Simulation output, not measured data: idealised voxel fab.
The following process module bears the name voxel ribs on slabs.
Square cells of 5 nm make up the cross-section cut, whose width is 175 nm.
Just so we're on the same page, the cross-sections are grids of square cells, and they're listed out in bands top to bottom, each band one or more rows deep. Band: top height; bottom height; in nm. Then, left to right: material with width in nm, for each material. "edge to edge": a single material spanning edge to edge. "air": empty space. Height datum 0, below which the as-received substrate wafer is one material. Lowest band open at the bottom, running downward: "0 and below". Top row gets the first number, bottom row gets the second, and each row in between changes by the same step: that is how a band width like "30 to 40" works. "no modification" -> step changed no cross-section cell. "Sealed cavities" lists enclosed empty spaces (at least 8 cells, no open path upward to the top), each as width x height at distance from the left edge, in nm. It should be noted that, on the line of a given step, the content following the step's settings is a remark produced by the simulator itself with respect to that step. The optional step-line setting "overlay nm" applies to steps with a mask and quantifies how far to the right of its planned location the mask lay, a negative value indicating leftward placement.

-- Below is the list of planned process steps
1) RECEIVE with material Si
2) DIRECTIONAL_DEP with material SiO2, thk nm 25
3) DIRECTIONAL_DEP with material SiN, thk nm 25
4) DIRECTIONAL_DEP with material aC, thk nm 10
5) PATTERN with tone cover, mask id RIB, material resist, width nm 25, thk nm 25, overlay nm -15
6) DIRECTIONAL_ETCH with etch materials aC, depth nm 10
7) STRIP with etch materials resist
8) DIRECTIONAL_ETCH with etch materials SiN, depth nm 20
9) STRIP with etch materials aC
10) PATTERN with tone cover, mask id SLAB, material resist, width nm 65, thk nm 20, overlay nm 0
11) DIRECTIONAL_ETCH with etch materials SiN, depth nm 5
12) STRIP with etch materials resist
13) FILL_DEP with material SiO2, thk nm 25
14) CMP with height nm 65
15) DIRECTIONAL_DEP with material TiN, thk nm 5
16) PATTERN with tone cover, mask id HEATER, material resist, width nm 35, thk nm 15, overlay nm 0
17) DIRECTIONAL_ETCH with etch materials TiN, depth nm 5
18) STRIP with etch materials resist
19) CONFORMAL_DEP with material SiN, thk nm 5
Every wafer here starts from the same state; it is the step 5 overlay nm that distinguishes them, and the value the plan gives belongs to the first wafer.

-- Cut through the first of several wafers as received, post step 1
> 0 and below | Si edge to edge
> Sealed cavities: none

-- Post step 19, the closing step of the module: first of several wafers, cross-sectioned
> 75 down to 70 | 65 nm air; 45 nm SiN; 65 nm air
> 70 down to 65 | 70 nm SiN; 35 nm TiN; 70 nm SiN
> 65 down to 50 | SiO2 edge to edge
> 50 down to 30 | 60 nm SiO2; 25 nm SiN; 90 nm SiO2
> 30 down to 25 | 55 nm SiO2; 65 nm SiN; 55 nm SiO2
> 25 down to 0 | SiO2 edge to edge
> 0 and below | Si edge to edge
> Sealed cavities: none

-- End of module: cross-section, last of several wafers
> 75 down to 70 | 65 nm air; 45 nm SiN; 65 nm air
> 70 down to 65 | 70 nm SiN; 35 nm TiN; 70 nm SiN
> 65 down to 50 | SiO2 edge to edge
> 50 down to 30 | 90 nm SiO2; 25 nm SiN; 60 nm SiO2
> 30 down to 25 | 55 nm SiO2; 65 nm SiN; 55 nm SiO2
> 25 down to 0 | SiO2 edge to edge
> 0 and below | Si edge to edge
> Sealed cavities: none

-- Basically each wafer gets a line in the table, showing it at the end of the module: material by material, the cells it gained (+) or lost (-) since we got it, then its closed voids
overlay nm -15 | +70 SiN | +422 SiO2 | +7 TiN | Sealed cavities: none
overlay nm -10 | +70 SiN | +422 SiO2 | +7 TiN | Sealed cavities: none
overlay nm -5 | +70 SiN | +422 SiO2 | +7 TiN | Sealed cavities: none
overlay nm 0 | +70 SiN | +422 SiO2 | +7 TiN | Sealed cavities: none
overlay nm 5 | +70 SiN | +422 SiO2 | +7 TiN | Sealed cavities: none
overlay nm 10 | +70 SiN | +422 SiO2 | +7 TiN | Sealed cavities: none
overlay nm 15 | +70 SiN | +422 SiO2 | +7 TiN | Sealed cavities: none
